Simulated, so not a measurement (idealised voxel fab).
voxel ribs on slabs: a process module
Displayed cross-section: cut, width of 270 nm, square cells sized 5 nm.
If you're reading a cross-section in this doc, picture square cells in a grid; it comes to you as bands, top ones listed first down to the bottom, and a band can be one or more rows of cells. Band: top and bottom heights (nm) first, top before bottom; then materials from left to right, widths in nm. "throughout" marks a sole material filling the band edge to edge. "air" denotes empty space. Note: height 0 marks the level under which the wafer is uniformly one material as received. Lowest band unbounded below, written "0 and below". So if you see something like "30..40" for the width, read it as the top row of the band sitting at the first number and the bottom row at the second, with every row in between moving by the same amount as the last. "remained unchanged", as given for a step, is the statement that not any cell of the cross-section underwent a change during that step. "Fully closed voids": empty spaces of 8 cells or more with no open way to the top, each given as width x height at distance, distance from the left edge, all in nm. On a step's line, text after the settings is the simulator commenting on that step. overlay nm: mask right of planned place by this much (step with mask). Neg. = left.

SET OUT BELOW ARE THE PLANNED STEPS OF THE PROCESS
| 1 | RECEIVE, material Si |
| 2 | DIRECTIONAL_DEP, material SiO2, thk nm 20 |
| 3 | DIRECTIONAL_DEP, material SiN, thk nm 25 |
| 4 | MASKED_ETCH, tone cover, mask id RIB, width nm 25, etch materials SiN, depth nm 5, overlay nm 0 |
| 5 | MASKED_ETCH, tone cover, mask id SLAB, width nm 85, etch materials SiN, depth nm 20, overlay nm -15 |
| 6 | FILL_DEP, material SiO2, thk nm 25 |
| 7 | CMP, height nm 60 |
| 8 | DIRECTIONAL_DEP, material W, thk nm 10 |
| 9 | DIRECTIONAL_DEP, material aC, thk nm 10 |
| 10 | PATTERN, tone cover, mask id HEATER, material resist, width nm 35, thk nm 25, overlay nm 0 |
| 11 | DIRECTIONAL_ETCH, etch materials aC, depth nm 10 |
| 12 | STRIP, etch materials resist |
| 13 | DIRECTIONAL_ETCH, etch materials W, depth nm 10 |
| 14 | STRIP, etch materials aC |
| 15 | CONFORMAL_DEP, material SiN, thk nm 5 |
For this document, wafers share an identical start and vary in the step 5 overlay nm; the plan quotes the first wafer's value.

CROSS-SECTIONAL VIEW OF THE FIRST OF SEVERAL WAFERS IN THE AS-RECEIVED CONDITION, CORRESPONDING TO THE STATE FOLLOWING STEP 1
0 and below: Si throughout
Fully closed voids: none

END-OF-MODULE CROSS-SECTION, FIRST OF SEVERAL WAFERS, AFTER LAST STEP 15
75 down to 70: air 110 nm, SiN 45 nm, air 115 nm
70 down to 65: air 110 nm, SiN 5 nm, W 35 nm, SiN 5 nm, air 115 nm
65 down to 60: SiN 115 nm, W 35 nm, SiN 120 nm
60 down to 45: SiO2 throughout
45 down to 40: SiO2 120 nm, SiN 25 nm, SiO2 125 nm
40 down to 20: SiO2 75 nm, SiN 85 nm, SiO2 110 nm
20 down to 0: SiO2 throughout
0 and below: Si throughout
Fully closed voids: none

X-SECTION, LAST WAFER, MODULE END
75 down to 70: air 110 nm, SiN 45 nm, air 115 nm
70 down to 65: air 110 nm, SiN 5 nm, W 35 nm, SiN 5 nm, air 115 nm
65 down to 60: SiN 115 nm, W 35 nm, SiN 120 nm
60 down to 45: SiO2 throughout
45 down to 40: SiO2 120 nm, SiN 25 nm, SiO2 125 nm
40 down to 20: SiO2 105 nm, SiN 85 nm, SiO2 80 nm
20 down to 0: SiO2 throughout
0 and below: Si throughout
Fully closed voids: none

HERE IS HOW TO READ THE ROWS: EVERY WAFER HAS A ROW, AND IT SHOWS THE WAFER AT THE END OF THE MODULE, GIVING FOR EACH MATERIAL HOW MANY CELLS WERE GAINED (+) OR LOST (-) SINCE THE WAFER WAS RECEIVED, THEN LISTING ITS CLOSED VOIDS
overlay nm -15; +131 SiN; +575 SiO2; +14 W; Fully closed voids: none
overlay nm -10; +131 SiN; +575 SiO2; +14 W; Fully closed voids: none
overlay nm -5; +131 SiN; +575 SiO2; +14 W; Fully closed voids: none
overlay nm 0; +131 SiN; +575 SiO2; +14 W; Fully closed voids: none
overlay nm 5; +131 SiN; +575 SiO2; +14 W; Fully closed voids: none
overlay nm 10; +131 SiN; +575 SiO2; +14 W; Fully closed voids: none
overlay nm 15; +131 SiN; +575 SiO2; +14 W; Fully closed voids: none
